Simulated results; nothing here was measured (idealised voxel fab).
The name of this process module is voxel double patterning.
FYI the section here is cut, 170 nm wide, cells are 5 nm squares.
When this document writes out a cross-section, it uses a grid of square cells and lists it as bands, beginning at the top and moving down, with a band standing for one or more rows of cells.
The band entry comprises the height of the band's top followed by the height of its bottom, expressed in nm, and subsequently the band's materials from left to right, each stated together with its width in nm. Where a single material is marked with the word "full width", that material fills the band from edge to edge. The word "empty" represents empty space.
Below 0: as-received wafer, all one material; heights counted from there. Lowest band: no bottom, goes on down, written "0 nm and below".
When a width is written as two numbers, as in "30..40", the first number is the width in the top row of cells of the band and the second is the width in its bottom row, and the width changes by the same amount from each row to the next.
For the purposes of this document, the phrase "no change" attached to a step denotes that no cell within the cross-section was modified by that step.
Reported under the label "Fully sealed voids" are the empty spaces having no open way to the top and comprising 8 cells or more; the notation for each is width x height at distance, in which the distance is measured from the left edge and all three values are in nm.
Step line, after settings: the simulator's comment on this step.
Each step line may optionally specify "overlay nm", which for a step with a mask gives the rightward distance between the mask's planned place and where it lay, a negative value indicating the leftward direction.
The steps planned for the process are as follows:
1 RECEIVE: material Si
2 CONFORMAL_DEP: material SiN, thk nm 10
3 DIRECTIONAL_DEP: material SiO2, thk nm 10
4 DIRECTIONAL_DEP: material SiCN, thk nm 10
5 DIRECTIONAL_DEP: material aC, thk nm 15
6 PATTERN: tone open, mask id FIRST, material resist, width nm 15, pitch nm 50, thk nm 35, overlay nm 0
7 DIRECTIONAL_ETCH: etch materials aC, depth nm 15
8 STRIP: etch materials resist
9 DIRECTIONAL_ETCH: etch materials SiCN, depth nm 10
10 STRIP: etch materials aC
11 PATTERN: tone open, mask id SECOND, material resist, width nm 15, thk nm 20, overlay nm 0
12 DIRECTIONAL_ETCH: etch materials SiCN, depth nm 10
13 STRIP: etch materials resist
14 DIRECTIONAL_ETCH: etch materials SiO2, depth nm 10
15 STRIP: etch materials SiCN
Heads up: all these wafers start the same, and what changes between them is the width nm in step 11. The value you see in the plan is just what the first wafer got.
As-received cross-section, first of several wafers, post step 1:
0 nm and below | Si full width
Fully sealed voids: none
Quick look at the cross-section of the first of several wafers after step 15, which wraps up the module:
20 nm to 10 nm | SiO2 50 nm  empty 15 nm  SiO2 10 nm  empty 15 nm  SiO2 10 nm  empty 15 nm  SiO2 55 nm
10 nm to 0 nm | SiN full width
0 nm and below | Si full width
Fully sealed voids: none
Cross-sectional view of the final wafer of several at the module's end:
20 nm to 10 nm | SiO2 50 nm  empty 15 nm  SiO2 5 nm  empty 45 nm  SiO2 55 nm
10 nm to 0 nm | SiN full width
0 nm and below | Si full width
Fully sealed voids: none
Rows = wafers. At module end, each row lists per material the cells gained (+) or lost (-) since the wafer was received, then the closed voids:
width nm 15; +68 SiN; +50 SiO2; Fully sealed voids: none
width nm 20; +68 SiN; +48 SiO2; Fully sealed voids: none
width nm 25; +68 SiN; +46 SiO2; Fully sealed voids: none
width nm 30; +68 SiN; +44 SiO2; Fully sealed voids: none
